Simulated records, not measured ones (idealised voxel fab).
process module | voxel double patterning
cross-section cut | 245 nm wide | cells 5 nm
A cross-section is a grid of square cells, given in bands from the top down. A band is one or more rows of cells.
Each band's line starts with the height of the band's top and of its bottom, in nm. Then come its materials from left to right, each with its width in nm. One material with "throughout" fills the band from edge to edge. "air" is empty space.
Height 0 is the level under which the wafer as received is all one material. The lowest band goes on downwards, as in "0 down".
A width such as "30 to 40" changes by the same amount from each row of cells to the next, from the band's top row to its bottom row.
"no change" after a step means that no cell of the cross-section changed.
closed voids: empty space of 8 cells or more with no open way to the top, each as width x height at its distance from the left edge, in nm
after a step's settings: what the simulator itself notes on the step
overlay nm, on a step with a mask: how far to the right of its planned place the mask lay; to the left if negative
plan
1 op RECEIVE | material Si
2 op CONFORMAL_DEP | material SiO2 | thk nm 10
3 op DIRECTIONAL_DEP | material W | thk nm 15
4 op DIRECTIONAL_DEP | material SiN | thk nm 5
5 op PATTERN | tone open | mask id FIRST | material resist | width nm 15 | pitch nm 50 | thk nm 20 | overlay nm 0
6 op DIRECTIONAL_ETCH | etch materials SiN | depth nm 5
7 op STRIP | etch materials resist
8 op MASKED_ETCH | tone open | mask id SECOND | width nm 15 | etch materials SiN | depth nm 5 | overlay nm 0
9 op DIRECTIONAL_ETCH | etch materials W | depth nm 15
10 op STRIP | etch materials SiN
first wafer, as planned
as received, after step 1
  0 down: Si throughout
  closed voids: none
after step 2
  10 to 0: SiO2 throughout
  below 0: unchanged
after step 3
  25 to 10: W throughout
  below 10: unchanged
after step 4
  30 to 25: SiN throughout
  below 25: unchanged
after step 5
  50 to 30: resist 90 | air 15 | resist 35 | air 15 | resist 90
  below 30: unchanged
after step 6
  50 to 30: resist 90 | air 15 | resist 35 | air 15 | resist 90
  30 to 25: SiN 90 | air 15 | SiN 35 | air 15 | SiN 90
  below 25: unchanged
after step 7
  30 to 25: SiN 90 | air 15 | SiN 35 | air 15 | SiN 90
  below 25: unchanged
after step 8
  30 to 25: SiN 90 | air 15 | SiN 10 | air 15 | SiN 10 | air 15 | SiN 90
  below 25: unchanged
after step 9
  30 to 25: SiN 90 | air 15 | SiN 10 | air 15 | SiN 10 | air 15 | SiN 90
  25 to 10: W 90 | air 15 | W 10 | air 15 | W 10 | air 15 | W 90
  below 10: unchanged
after step 10
  25 to 10: W 90 | air 15 | W 10 | air 15 | W 10 | air 15 | W 90
  below 10: unchanged
second wafer: like start, like plan, one mistake. Through step 4 it matches the first wafer
when step 5 should have ended
  50 to 30: resist 85 | air 15 | resist 35 | air 15 | resist 95
  below 30: unchanged
when step 6 should have ended
  50 to 30: resist 85 | air 15 | resist 35 | air 15 | resist 95
  30 to 25: SiN 85 | air 15 | SiN 35 | air 15 | SiN 95
  below 25: unchanged
when step 7 should have ended
  30 to 25: SiN 85 | air 15 | SiN 35 | air 15 | SiN 95
  below 25: unchanged
when step 8 should have ended
  30 to 25: SiN 85 | air 15 | SiN 15 | air 15 | SiN 5 | air 15 | SiN 95
  below 25: unchanged
when step 9 should have ended
  30 to 25: SiN 85 | air 15 | SiN 15 | air 15 | SiN 5 | air 15 | SiN 95
  25 to 10: W 85 | air 15 | W 15 | air 15 | W 5 | air 15 | W 95
  below 10: unchanged
when step 10 should have ended
  25 to 10: W 85 | air 15 | W 15 | air 15 | W 5 | air 15 | W 95
  below 10: unchanged
what went wrong: step 5 ran as: op PATTERN | tone open | mask id FIRST | material resist | width nm 15 | pitch nm 50 | thk nm 20 | overlay nm -5
at the end the second wafer has, in cells: as many of each material as the first, in other places
